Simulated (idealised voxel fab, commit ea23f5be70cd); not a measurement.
You're looking at the process module voxel transistor to metal.
205 nm wide, 5 nm square cells: that's cross-section cut.
Notation: cross-section as square-cell grid; stated in bands, top first, going down; one or more cell rows per band.
What a band's entry tells you: where the top is and where the bottom is, as heights in nm, and after that what lies inside, material by material from left to right, each with its width in nm. Empty space is written as the word "air", and a single material marked with the word "edge to edge" occupies the band from edge to edge.
Height is counted from the level 0, under which the received wafer is composed throughout of one material. The lowest of the bands is not closed at the bottom but continues downward, in the notation "z 0 and below".
Note: "30..40" means the width goes from the first number (top row of the band) to the second number (bottom row) in equal steps per row of cells.
The designation "no alterations made", where it is given for a processing step, indicates that no cell of the cross-section was altered in the course of that step.
You'll see "Fully enclosed voids" listing empty spaces that have no way open to the top, as long as they're 8 cells or more; the notation is width x height at distance, where the distance is from the left edge, and all of it is in nm.
Where a step's line continues beyond its settings, the continuation is a remark by the simulator itself on that step.
Steps that use a mask can have "overlay nm" on their line. It says how far the mask sat to the right of where it was meant to be. Negative means to the left.
[plan]
| 1 | RECEIVE (material Si) |
| 2 | OXIDIZE (depth nm 5) |
| 3 | CONFORMAL_DEP (material SiN; thk nm 10) |
| 4 | PATTERN (tone cover; mask id ACTIVE; material resist; width nm 110; thk nm 15; overlay nm 0) |
| 5 | DIRECTIONAL_ETCH (etch materials SiN; depth nm 10) |
| 6 | DIRECTIONAL_ETCH (etch materials SiO2; depth nm 5) |
| 7 | DIRECTIONAL_ETCH (etch materials Si; depth nm 35) |
| 8 | STRIP (etch materials resist) |
| 9 | OXIDIZE (depth nm 5) |
| 10 | FILL_DEP (material SiO2; thk nm 15) |
| 11 | CMP (height nm 10) |
| 12 | SELECTIVE_ETCH (etch materials SiO2; depth nm 10) |
| 13 | STRIP (etch materials SiN) |
| 14 | SELECTIVE_ETCH (etch materials SiO2; depth nm 5) |
| 15 | OXIDIZE (depth nm 5) |
| 16 | DIRECTIONAL_DEP (material polySi; thk nm 25) |
| 17 | DIRECTIONAL_DEP (material SiCN; thk nm 15) |
| 18 | MASKED_ETCH (tone cover; mask id GATE; width nm 20; etch materials SiCN; depth nm 25; overlay nm 0) |
| 19 | MASKED_ETCH (tone cover; mask id GATE; width nm 20; etch materials polySi; depth nm 35; overlay nm 0) |
| 20 | CONFORMAL_DEP (material SiN; thk nm 5) |
| 21 | DIRECTIONAL_ETCH (etch materials SiN; depth nm 5) |
| 22 | DIRECTIONAL_ETCH (etch materials SiO2; depth nm 5) |
| 23 | DIRECTIONAL_ETCH (etch materials Si; depth nm 5) |
| 24 | EPI (material pSi; thk nm 10) |
| 25 | FILL_DEP (material SiO2; thk nm 10) |
| 26 | CMP (height nm 35) |
| 27 | DIRECTIONAL_DEP (material SiO2; thk nm 10) |
| 28 | DIRECTIONAL_DEP (material aC; thk nm 15) |
| 29 | PATTERN (tone open; mask id CONTACT; material resist; width nm 15; pitch nm 75; thk nm 30; overlay nm 0) |
| 30 | DIRECTIONAL_ETCH (etch materials aC; depth nm 15) |
| 31 | STRIP (etch materials resist) |
| 32 | DIRECTIONAL_ETCH (etch materials SiO2; depth nm 50) |
| 33 | STRIP (etch materials aC) |
| 34 | CONFORMAL_DEP (material TiN; thk nm 5) |
| 35 | FILL_DEP (material W; thk nm 5) |
| 36 | CMP (height nm 45) |
| 37 | DIRECTIONAL_DEP (material TiN; thk nm 5) |
| 38 | DIRECTIONAL_DEP (material W; thk nm 25) |
| 39 | PATTERN (tone cover; mask id METAL_1; material resist; width nm 15; pitch nm 75; thk nm 15; overlay nm 0) |
| 40 | DIRECTIONAL_ETCH (etch materials W; depth nm 25) |
| 41 | DIRECTIONAL_ETCH (etch materials TiN; depth nm 5) |
| 42 | STRIP (etch materials resist) |
| 43 | FILL_DEP (material lowk; thk nm 10) |
| 44 | CMP (height nm 75) |
| 45 | CONFORMAL_DEP (material SiCN; thk nm 5) |
| 46 | DIRECTIONAL_DEP (material lowk; thk nm 35) |
| 47 | MASKED_ETCH (tone open; mask id METAL_2; width nm 15; pitch nm 75; etch materials lowk; depth nm 20; overlay nm 0) |
| 48 | MASKED_ETCH (tone open; mask id METAL_2_HOLES; width nm 15; pitch nm 75; etch materials lowk; depth nm 15; overlay nm 0) |
| 49 | MASKED_ETCH (tone open; mask id METAL_2_HOLES; width nm 15; pitch nm 75; etch materials SiCN; depth nm 5; overlay nm 0) |
| 50 | CONFORMAL_DEP (material TiN; thk nm 5) |
| 51 | FILL_DEP (material Cu; thk nm 5) |
| 52 | CMP (height nm 115) |
| 53 | CONFORMAL_DEP (material SiN; thk nm 5) |
[First of two wafers: run as planned]
[Cross-section of the incoming wafer, state after step 1]
* z 0 and below = Si edge to edge
* Fully enclosed voids: none
[How the wafer stands in section after step 2]
* z 0 to -5 = SiO2 edge to edge
* Whatever lies below -5 is exactly as it was before.
[How the wafer stands in section after step 3]
* z 10 to 0 = SiN edge to edge
* Whatever lies below 0 is exactly as it was before.
[How the wafer stands in section after step 4]
* z 25 to 10 = air: 45 | resist: 110 | air: 50
* Whatever lies below 10 is exactly as it was before.
[How the wafer stands in section after step 5]
* z 25 to 10 = air: 45 | resist: 110 | air: 50
* z 10 to 0 = air: 45 | SiN: 110 | air: 50
* Whatever lies below 0 is exactly as it was before.
[How the wafer stands in section after step 6]
* z 25 to 10 = air: 45 | resist: 110 | air: 50
* z 10 to 0 = air: 45 | SiN: 110 | air: 50
* z 0 to -5 = air: 45 | SiO2: 110 | air: 50
* Whatever lies below -5 is exactly as it was before.
[How the wafer stands in section after step 7]
* z 25 to 10 = air: 45 | resist: 110 | air: 50
* z 10 to 0 = air: 45 | SiN: 110 | air: 50
* z 0 to -5 = air: 45 | SiO2: 110 | air: 50
* z -5 to -40 = air: 45 | Si: 110 | air: 50
* Whatever lies below -40 is exactly as it was before.
[How the wafer stands in section after step 8]
* z 10 to 0 = air: 45 | SiN: 110 | air: 50
* Whatever lies below 0 is exactly as it was before.
[How the wafer stands in section after step 9]
* z 10 to 0 = air: 45 | SiN: 110 | air: 50
* z 0 to -5 = air: 45 | SiO2: 110 | air: 50
* z -5 to -40 = air: 45 | SiO2: 5 | Si: 100 | SiO2: 5 | air: 50
* z -40 to -45 = SiO2: 50 | Si: 100 | SiO2: 55
* Whatever lies below -45 is exactly as it was before.
[How the wafer stands in section after step 10]
* z 25 to 10 = SiO2 edge to edge
* z 10 to 0 = SiO2: 45 | SiN: 110 | SiO2: 50
* z 0 to -5 = SiO2 edge to edge
* z -5 to -45 = SiO2: 50 | Si: 100 | SiO2: 55
* Whatever lies below -45 is exactly as it was before.
[How the wafer stands in section after step 11]
* z 10 to 0 = SiO2: 45 | SiN: 110 | SiO2: 50
* Whatever lies below 0 is exactly as it was before.
[How the wafer stands in section after step 12]
* z 10 to 0 = air: 45 | SiN: 110 | air: 50
* Whatever lies below 0 is exactly as it was before.
[How the wafer stands in section after step 13]
* z 0 to -5 = SiO2 edge to edge
* Whatever lies below -5 is exactly as it was before.
[How the wafer stands in section after step 14]
* z -5 to -45 = SiO2: 50 | Si: 100 | SiO2: 55
* Whatever lies below -45 is exactly as it was before.
[How the wafer stands in section after step 15]
* z -5 to -10 = SiO2 edge to edge
* Whatever lies below -10 is exactly as it was before.
[How the wafer stands in section after step 16]
* z 20 to -5 = polySi edge to edge
* Whatever lies below -5 is exactly as it was before.
[How the wafer stands in section after step 17]
* z 35 to 20 = SiCN edge to edge
* Whatever lies below 20 is exactly as it was before.
[How the wafer stands in section after step 18]
* z 35 to 20 = air: 90 | SiCN: 20 | air: 95
* Whatever lies below 20 is exactly as it was before.
[How the wafer stands in section after step 19]
* z 35 to 20 = air: 90 | SiCN: 20 | air: 95
* z 20 to -5 = air: 90 | polySi: 20 | air: 95
* Whatever lies below -5 is exactly as it was before.
[How the wafer stands in section after step 20]
* z 40 to 35 = air: 85 | SiN: 30 | air: 90
* z 35 to 20 = air: 85 | SiN: 5 | SiCN: 20 | SiN: 5 | air: 90
* z 20 to 0 = air: 85 | SiN: 5 | polySi: 20 | SiN: 5 | air: 90
* z 0 to -5 = SiN: 90 | polySi: 20 | SiN: 95
* Whatever lies below -5 is exactly as it was before.
[How the wafer stands in section after step 21]
* z 35 to 20 = air: 85 | SiN: 5 | SiCN: 20 | SiN: 5 | air: 90
* z 20 to -5 = air: 85 | SiN: 5 | polySi: 20 | SiN: 5 | air: 90
* Whatever lies below -5 is exactly as it was before.
[How the wafer stands in section after step 22]
* z 35 to 20 = air: 85 | SiN: 5 | SiCN: 20 | SiN: 5 | air: 90
* z 20 to -5 = air: 85 | SiN: 5 | polySi: 20 | SiN: 5 | air: 90
* z -5 to -10 = air: 85 | SiO2: 30 | air: 90
* Whatever lies below -10 is exactly as it was before.
[How the wafer stands in section after step 23]
* z 35 to 20 = air: 85 | SiN: 5 | SiCN: 20 | SiN: 5 | air: 90
* z 20 to -5 = air: 85 | SiN: 5 | polySi: 20 | SiN: 5 | air: 90
* z -5 to -10 = air: 85 | SiO2: 30 | air: 90
* z -10 to -15 = SiO2: 50 | air: 35 | Si: 30 | air: 35 | SiO2: 55
* Whatever lies below -15 is exactly as it was before.
[How the wafer stands in section after step 24]
* z 35 to 20 = air: 85 | SiN: 5 | SiCN: 20 | SiN: 5 | air: 90
* z 20 to 0 = air: 85 | SiN: 5 | polySi: 20 | SiN: 5 | air: 90
* z 0 to -5 = air: 75 | pSi: 10 | SiN: 5 | polySi: 20 | SiN: 5 | pSi: 10 | air: 80
* z -5 to -10 = air: 45 | pSi: 40 | SiO2: 30 | pSi: 40 | air: 50
* z -10 to -15 = SiO2: 50 | pSi: 35 | Si: 30 | pSi: 35 | SiO2: 55
* Whatever lies below -15 is exactly as it was before.
[How the wafer stands in section after step 25]
* z 45 to 35 = SiO2 edge to edge
* z 35 to 20 = SiO2: 85 | SiN: 5 | SiCN: 20 | SiN: 5 | SiO2: 90
* z 20 to 0 = SiO2: 85 | SiN: 5 | polySi: 20 | SiN: 5 | SiO2: 90
* z 0 to -5 = SiO2: 75 | pSi: 10 | SiN: 5 | polySi: 20 | SiN: 5 | pSi: 10 | SiO2: 80
* z -5 to -10 = SiO2: 45 | pSi: 40 | SiO2: 30 | pSi: 40 | SiO2: 50
* Whatever lies below -10 is exactly as it was before.
[How the wafer stands in section after step 26]
* z 35 to 20 = SiO2: 85 | SiN: 5 | SiCN: 20 | SiN: 5 | SiO2: 90
* Whatever lies below 20 is exactly as it was before.
[How the wafer stands in section after step 27]
* z 45 to 35 = SiO2 edge to edge
* Whatever lies below 35 is exactly as it was before.
[How the wafer stands in section after step 28]
* z 60 to 45 = aC edge to edge
* Whatever lies below 45 is exactly as it was before.
[How the wafer stands in section after step 29]
* z 90 to 60 = resist: 55 | air: 15 | resist: 60 | air: 15 | resist: 60
* Whatever lies below 60 is exactly as it was before.
[How the wafer stands in section after step 30]
* z 75 to 60 = resist: 55 | air: 15 | resist: 60 | air: 15 | resist: 60
* z 60 to 45 = aC: 55 | air: 15 | aC: 60 | air: 15 | aC: 60
* Whatever lies below 45 is exactly as it was before.
[How the wafer stands in section after step 31]
* z 60 to 45 = aC: 55 | air: 15 | aC: 60 | air: 15 | aC: 60
* Whatever lies below 45 is exactly as it was before.
[How the wafer stands in section after step 32]
* z 60 to 45 = aC: 55 | air: 15 | aC: 60 | air: 15 | aC: 60
* z 45 to 35 = SiO2: 55 | air: 15 | SiO2: 60 | air: 15 | SiO2: 60
* z 35 to 20 = SiO2: 55 | air: 15 | SiO2: 15 | SiN: 5 | SiCN: 20 | SiN: 5 | SiO2: 15 | air: 15 | SiO2: 60
* z 20 to 0 = SiO2: 55 | air: 15 | SiO2: 15 | SiN: 5 | polySi: 20 | SiN: 5 | SiO2: 15 | air: 15 | SiO2: 60
* z 0 to -5 = SiO2: 55 | air: 15 | SiO2: 5 | pSi: 10 | SiN: 5 | polySi: 20 | SiN: 5 | pSi: 10 | SiO2: 5 | air: 15 | SiO2: 60
* Whatever lies below -5 is exactly as it was before.
[How the wafer stands in section after step 33]
* z 45 to 35 = SiO2: 55 | air: 15 | SiO2: 60 | air: 15 | SiO2: 60
* Whatever lies below 35 is exactly as it was before.
[How the wafer stands in section after step 34]
* z 50 to 45 = TiN: 60 | air: 5 | TiN: 70 | air: 5 | TiN: 65
* z 45 to 35 = SiO2: 55 | TiN: 5 | air: 5 | TiN: 5 | SiO2: 60 | TiN: 5 | air: 5 | TiN: 5 | SiO2: 60
* z 35 to 20 = SiO2: 55 | TiN: 5 | air: 5 | TiN: 5 | SiO2: 15 | SiN: 5 | SiCN: 20 | SiN: 5 | SiO2: 15 | TiN: 5 | air: 5 | TiN: 5 | SiO2: 60
* z 20 to 0 = SiO2: 55 | TiN: 5 | air: 5 | TiN: 5 | SiO2: 15 | SiN: 5 | polySi: 20 | SiN: 5 | SiO2: 15 | TiN: 5 | air: 5 | TiN: 5 | SiO2: 60
* z 0 to -5 = SiO2: 55 | TiN: 15 | SiO2: 5 | pSi: 10 | SiN: 5 | polySi: 20 | SiN: 5 | pSi: 10 | SiO2: 5 | TiN: 15 | SiO2: 60
* Whatever lies below -5 is exactly as it was before.
[How the wafer stands in section after step 35]
* z 55 to 50 = W edge to edge
* z 50 to 45 = TiN: 60 | W: 5 | TiN: 70 | W: 5 | TiN: 65
* z 45 to 35 = SiO2: 55 | TiN: 5 | W: 5 | TiN: 5 | SiO2: 60 | TiN: 5 | W: 5 | TiN: 5 | SiO2: 60
* z 35 to 20 = SiO2: 55 | TiN: 5 | W: 5 | TiN: 5 | SiO2: 15 | SiN: 5 | SiCN: 20 | SiN: 5 | SiO2: 15 | TiN: 5 | W: 5 | TiN: 5 | SiO2: 60
* z 20 to 0 = SiO2: 55 | TiN: 5 | W: 5 | TiN: 5 | SiO2: 15 | SiN: 5 | polySi: 20 | SiN: 5 | SiO2: 15 | TiN: 5 | W: 5 | TiN: 5 | SiO2: 60
* Whatever lies below 0 is exactly as it was before.
[How the wafer stands in section after step 36]
* z 45 to 35 = SiO2: 55 | TiN: 5 | W: 5 | TiN: 5 | SiO2: 60 | TiN: 5 | W: 5 | TiN: 5 | SiO2: 60
* Whatever lies below 35 is exactly as it was before.
[How the wafer stands in section after step 37]
* z 50 to 45 = TiN edge to edge
* Whatever lies below 45 is exactly as it was before.
[How the wafer stands in section after step 38]
* z 75 to 50 = W edge to edge
* Whatever lies below 50 is exactly as it was before.
[How the wafer stands in section after step 39]
* z 90 to 75 = air: 55 | resist: 15 | air: 60 | resist: 15 | air: 60
* Whatever lies below 75 is exactly as it was before.
[How the wafer stands in section after step 40]
* z 90 to 75 = air: 55 | resist: 15 | air: 60 | resist: 15 | air: 60
* z 75 to 50 = air: 55 | W: 15 | air: 60 | W: 15 | air: 60
* Whatever lies below 50 is exactly as it was before.
[How the wafer stands in section after step 41]
* z 90 to 75 = air: 55 | resist: 15 | air: 60 | resist: 15 | air: 60
* z 75 to 50 = air: 55 | W: 15 | air: 60 | W: 15 | air: 60
* z 50 to 45 = air: 55 | TiN: 15 | air: 60 | TiN: 15 | air: 60
* Whatever lies below 45 is exactly as it was before.
[How the wafer stands in section after step 42]
* z 75 to 50 = air: 55 | W: 15 | air: 60 | W: 15 | air: 60
* Whatever lies below 50 is exactly as it was before.
[How the wafer stands in section after step 43]
* z 85 to 75 = lowk edge to edge
* z 75 to 50 = lowk: 55 | W: 15 | lowk: 60 | W: 15 | lowk: 60
* z 50 to 45 = lowk: 55 | TiN: 15 | lowk: 60 | TiN: 15 | lowk: 60
* Whatever lies below 45 is exactly as it was before.
[How the wafer stands in section after step 44]
* z 75 to 50 = lowk: 55 | W: 15 | lowk: 60 | W: 15 | lowk: 60
* Whatever lies below 50 is exactly as it was before.
[How the wafer stands in section after step 45]
* z 80 to 75 = SiCN edge to edge
* Whatever lies below 75 is exactly as it was before.
[How the wafer stands in section after step 46]
* z 115 to 80 = lowk edge to edge
* Whatever lies below 80 is exactly as it was before.
[How the wafer stands in section after step 47]
* z 115 to 95 = lowk: 55 | air: 15 | lowk: 60 | air: 15 | lowk: 60
* Whatever lies below 95 is exactly as it was before.
[How the wafer stands in section after step 48]
* z 115 to 80 = lowk: 55 | air: 15 | lowk: 60 | air: 15 | lowk: 60
* Whatever lies below 80 is exactly as it was before.
[How the wafer stands in section after step 49]
* z 115 to 80 = lowk: 55 | air: 15 | lowk: 60 | air: 15 | lowk: 60
* z 80 to 75 = SiCN: 55 | air: 15 | SiCN: 60 | air: 15 | SiCN: 60
* Whatever lies below 75 is exactly as it was before.
[How the wafer stands in section after step 50]
* z 120 to 115 = TiN: 60 | air: 5 | TiN: 70 | air: 5 | TiN: 65
* z 115 to 80 = lowk: 55 | TiN: 5 | air: 5 | TiN: 5 | lowk: 60 | TiN: 5 | air: 5 | TiN: 5 | lowk: 60
* z 80 to 75 = SiCN: 55 | TiN: 15 | SiCN: 60 | TiN: 15 | SiCN: 60
* Whatever lies below 75 is exactly as it was before.
[How the wafer stands in section after step 51]
* z 125 to 120 = Cu edge to edge
* z 120 to 115 = TiN: 60 | Cu: 5 | TiN: 70 | Cu: 5 | TiN: 65
* z 115 to 80 = lowk: 55 | TiN: 5 | Cu: 5 | TiN: 5 | lowk: 60 | TiN: 5 | Cu: 5 | TiN: 5 | lowk: 60
* Whatever lies below 80 is exactly as it was before.
[How the wafer stands in section after step 52]
* z 115 to 80 = lowk: 55 | TiN: 5 | Cu: 5 | TiN: 5 | lowk: 60 | TiN: 5 | Cu: 5 | TiN: 5 | lowk: 60
* Whatever lies below 80 is exactly as it was before.
[How the wafer stands in section after step 53]
* z 120 to 115 = SiN edge to edge
* Whatever lies below 115 is exactly as it was before.
[Second Wafer (Identical Start and Plan, One Processing Error; Matches First Wafer Through Step 10)]
Cross-sectional view of the second wafer at the intended end time of process step 11: no alterations made
[Cross-sectional view of the second wafer at the intended end time of process step 12]
* z 15 to 10 = SiO2 edge to edge
* Whatever lies below 10 is exactly as it was before.
Cross-sectional view of the second wafer at the intended end time of process step 13: no alterations made
[Cross-sectional view of the second wafer at the intended end time of process step 14]
* z 10 to 0 = SiO2: 45 | SiN: 110 | SiO2: 50
* Whatever lies below 0 is exactly as it was before.
Cross-sectional view of the second wafer at the intended end time of process step 15: no alterations made
[Cross-sectional view of the second wafer at the intended end time of process step 16]
* z 35 to 10 = polySi edge to edge
* Whatever lies below 10 is exactly as it was before.
[Cross-sectional view of the second wafer at the intended end time of process step 17]
* z 50 to 35 = SiCN edge to edge
* Whatever lies below 35 is exactly as it was before.
[Cross-sectional view of the second wafer at the intended end time of process step 18]
* z 50 to 35 = air: 90 | SiCN: 20 | air: 95
* Whatever lies below 35 is exactly as it was before.
[Cross-sectional view of the second wafer at the intended end time of process step 19]
* z 50 to 35 = air: 90 | SiCN: 20 | air: 95
* z 35 to 10 = air: 90 | polySi: 20 | air: 95
* Whatever lies below 10 is exactly as it was before.
[Cross-sectional view of the second wafer at the intended end time of process step 20]
* z 55 to 50 = air: 85 | SiN: 30 | air: 90
* z 50 to 35 = air: 85 | SiN: 5 | SiCN: 20 | SiN: 5 | air: 90
* z 35 to 15 = air: 85 | SiN: 5 | polySi: 20 | SiN: 5 | air: 90
* z 15 to 10 = SiN: 90 | polySi: 20 | SiN: 95
* Whatever lies below 10 is exactly as it was before.
[Cross-sectional view of the second wafer at the intended end time of process step 21]
* z 50 to 35 = air: 85 | SiN: 5 | SiCN: 20 | SiN: 5 | air: 90
* z 35 to 10 = air: 85 | SiN: 5 | polySi: 20 | SiN: 5 | air: 90
* Whatever lies below 10 is exactly as it was before.
[Cross-sectional view of the second wafer at the intended end time of process step 22]
* z 50 to 35 = air: 85 | SiN: 5 | SiCN: 20 | SiN: 5 | air: 90
* z 35 to 10 = air: 85 | SiN: 5 | polySi: 20 | SiN: 5 | air: 90
* z 10 to 5 = air: 45 | SiN: 110 | air: 50
* Whatever lies below 5 is exactly as it was before.
Cross-sectional view of the second wafer at the intended end time of process step 23: no alterations made
Cross-sectional view of the second wafer at the intended end time of process step 24: no alterations made
[Cross-sectional view of the second wafer at the intended end time of process step 25]
* z 60 to 50 = SiO2 edge to edge
* z 50 to 35 = SiO2: 85 | SiN: 5 | SiCN: 20 | SiN: 5 | SiO2: 90
* z 35 to 10 = SiO2: 85 | SiN: 5 | polySi: 20 | SiN: 5 | SiO2: 90
* z 10 to 0 = SiO2: 45 | SiN: 110 | SiO2: 50
* Whatever lies below 0 is exactly as it was before.
[Cross-sectional view of the second wafer at the intended end time of process step 26]
* z 35 to 10 = SiO2: 85 | SiN: 5 | polySi: 20 | SiN: 5 | SiO2: 90
* Whatever lies below 10 is exactly as it was before.
[Cross-sectional view of the second wafer at the intended end time of process step 27]
* z 45 to 35 = SiO2 edge to edge
* Whatever lies below 35 is exactly as it was before.
[Cross-sectional view of the second wafer at the intended end time of process step 28]
* z 60 to 45 = aC edge to edge
* Whatever lies below 45 is exactly as it was before.
[Cross-sectional view of the second wafer at the intended end time of process step 29]
* z 90 to 60 = resist: 55 | air: 15 | resist: 60 | air: 15 | resist: 60
* Whatever lies below 60 is exactly as it was before.
[Cross-sectional view of the second wafer at the intended end time of process step 30]
* z 75 to 60 = resist: 55 | air: 15 | resist: 60 | air: 15 | resist: 60
* z 60 to 45 = aC: 55 | air: 15 | aC: 60 | air: 15 | aC: 60
* Whatever lies below 45 is exactly as it was before.
[Cross-sectional view of the second wafer at the intended end time of process step 31]
* z 60 to 45 = aC: 55 | air: 15 | aC: 60 | air: 15 | aC: 60
* Whatever lies below 45 is exactly as it was before.
[Cross-sectional view of the second wafer at the intended end time of process step 32]
* z 60 to 45 = aC: 55 | air: 15 | aC: 60 | air: 15 | aC: 60
* z 45 to 35 = SiO2: 55 | air: 15 | SiO2: 60 | air: 15 | SiO2: 60
* z 35 to 10 = SiO2: 55 | air: 15 | SiO2: 15 | SiN: 5 | polySi: 20 | SiN: 5 | SiO2: 15 | air: 15 | SiO2: 60
* Whatever lies below 10 is exactly as it was before.
[Cross-sectional view of the second wafer at the intended end time of process step 33]
* z 45 to 35 = SiO2: 55 | air: 15 | SiO2: 60 | air: 15 | SiO2: 60
* Whatever lies below 35 is exactly as it was before.
[Cross-sectional view of the second wafer at the intended end time of process step 34]
* z 50 to 45 = TiN: 60 | air: 5 | TiN: 70 | air: 5 | TiN: 65
* z 45 to 35 = SiO2: 55 | TiN: 5 | air: 5 | TiN: 5 | SiO2: 60 | TiN: 5 | air: 5 | TiN: 5 | SiO2: 60
* z 35 to 15 = SiO2: 55 | TiN: 5 | air: 5 | TiN: 5 | SiO2: 15 | SiN: 5 | polySi: 20 | SiN: 5 | SiO2: 15 | TiN: 5 | air: 5 | TiN: 5 | SiO2: 60
* z 15 to 10 = SiO2: 55 | TiN: 15 | SiO2: 15 | SiN: 5 | polySi: 20 | SiN: 5 | SiO2: 15 | TiN: 15 | SiO2: 60
* Whatever lies below 10 is exactly as it was before.
[Cross-sectional view of the second wafer at the intended end time of process step 35]
* z 55 to 50 = W edge to edge
* z 50 to 45 = TiN: 60 | W: 5 | TiN: 70 | W: 5 | TiN: 65
* z 45 to 35 = SiO2: 55 | TiN: 5 | W: 5 | TiN: 5 | SiO2: 60 | TiN: 5 | W: 5 | TiN: 5 | SiO2: 60
* z 35 to 15 = SiO2: 55 | TiN: 5 | W: 5 | TiN: 5 | SiO2: 15 | SiN: 5 | polySi: 20 | SiN: 5 | SiO2: 15 | TiN: 5 | W: 5 | TiN: 5 | SiO2: 60
* Whatever lies below 15 is exactly as it was before.
[Cross-sectional view of the second wafer at the intended end time of process step 36]
* z 45 to 35 = SiO2: 55 | TiN: 5 | W: 5 | TiN: 5 | SiO2: 60 | TiN: 5 | W: 5 | TiN: 5 | SiO2: 60
* Whatever lies below 35 is exactly as it was before.
[Cross-sectional view of the second wafer at the intended end time of process step 37]
* z 50 to 45 = TiN edge to edge
* Whatever lies below 45 is exactly as it was before.
[Cross-sectional view of the second wafer at the intended end time of process step 38]
* z 75 to 50 = W edge to edge
* Whatever lies below 50 is exactly as it was before.
[Cross-sectional view of the second wafer at the intended end time of process step 39]
* z 90 to 75 = air: 55 | resist: 15 | air: 60 | resist: 15 | air: 60
* Whatever lies below 75 is exactly as it was before.
[Cross-sectional view of the second wafer at the intended end time of process step 40]
* z 90 to 75 = air: 55 | resist: 15 | air: 60 | resist: 15 | air: 60
* z 75 to 50 = air: 55 | W: 15 | air: 60 | W: 15 | air: 60
* Whatever lies below 50 is exactly as it was before.
[Cross-sectional view of the second wafer at the intended end time of process step 41]
* z 90 to 75 = air: 55 | resist: 15 | air: 60 | resist: 15 | air: 60
* z 75 to 50 = air: 55 | W: 15 | air: 60 | W: 15 | air: 60
* z 50 to 45 = air: 55 | TiN: 15 | air: 60 | TiN: 15 | air: 60
* Whatever lies below 45 is exactly as it was before.
[Cross-sectional view of the second wafer at the intended end time of process step 42]
* z 75 to 50 = air: 55 | W: 15 | air: 60 | W: 15 | air: 60
* Whatever lies below 50 is exactly as it was before.
[Cross-sectional view of the second wafer at the intended end time of process step 43]
* z 85 to 75 = lowk edge to edge
* z 75 to 50 = lowk: 55 | W: 15 | lowk: 60 | W: 15 | lowk: 60
* z 50 to 45 = lowk: 55 | TiN: 15 | lowk: 60 | TiN: 15 | lowk: 60
* Whatever lies below 45 is exactly as it was before.
[Cross-sectional view of the second wafer at the intended end time of process step 44]
* z 75 to 50 = lowk: 55 | W: 15 | lowk: 60 | W: 15 | lowk: 60
* Whatever lies below 50 is exactly as it was before.
[Cross-sectional view of the second wafer at the intended end time of process step 45]
* z 80 to 75 = SiCN edge to edge
* Whatever lies below 75 is exactly as it was before.
[Cross-sectional view of the second wafer at the intended end time of process step 46]
* z 115 to 80 = lowk edge to edge
* Whatever lies below 80 is exactly as it was before.
[Cross-sectional view of the second wafer at the intended end time of process step 47]
* z 115 to 95 = lowk: 55 | air: 15 | lowk: 60 | air: 15 | lowk: 60
* Whatever lies below 95 is exactly as it was before.
[Cross-sectional view of the second wafer at the intended end time of process step 48]
* z 115 to 80 = lowk: 55 | air: 15 | lowk: 60 | air: 15 | lowk: 60
* Whatever lies below 80 is exactly as it was before.
[Cross-sectional view of the second wafer at the intended end time of process step 49]
* z 115 to 80 = lowk: 55 | air: 15 | lowk: 60 | air: 15 | lowk: 60
* z 80 to 75 = SiCN: 55 | air: 15 | SiCN: 60 | air: 15 | SiCN: 60
* Whatever lies below 75 is exactly as it was before.
[Cross-sectional view of the second wafer at the intended end time of process step 50]
* z 120 to 115 = TiN: 60 | air: 5 | TiN: 70 | air: 5 | TiN: 65
* z 115 to 80 = lowk: 55 | TiN: 5 | air: 5 | TiN: 5 | lowk: 60 | TiN: 5 | air: 5 | TiN: 5 | lowk: 60
* z 80 to 75 = SiCN: 55 | TiN: 15 | SiCN: 60 | TiN: 15 | SiCN: 60
* Whatever lies below 75 is exactly as it was before.
[Cross-sectional view of the second wafer at the intended end time of process step 51]
* z 125 to 120 = Cu edge to edge
* z 120 to 115 = TiN: 60 | Cu: 5 | TiN: 70 | Cu: 5 | TiN: 65
* z 115 to 80 = lowk: 55 | TiN: 5 | Cu: 5 | TiN: 5 | lowk: 60 | TiN: 5 | Cu: 5 | TiN: 5 | lowk: 60
* Whatever lies below 80 is exactly as it was before.
[Cross-sectional view of the second wafer at the intended end time of process step 52]
* z 115 to 80 = lowk: 55 | TiN: 5 | Cu: 5 | TiN: 5 | lowk: 60 | TiN: 5 | Cu: 5 | TiN: 5 | lowk: 60
* Whatever lies below 80 is exactly as it was before.
[Cross-sectional view of the second wafer at the intended end time of process step 53]
* z 120 to 115 = SiN edge to edge
* Whatever lies below 115 is exactly as it was before.
Plan not followed: plan step 11 was not performed, having been skipped
Bottom line after processing is that, in cells, the second wafer is up or down on some materials versus the first: +34 Si | -12 SiCN | +38 SiN | -8 SiO2 | -12 TiN | -6 W | -34 pSi
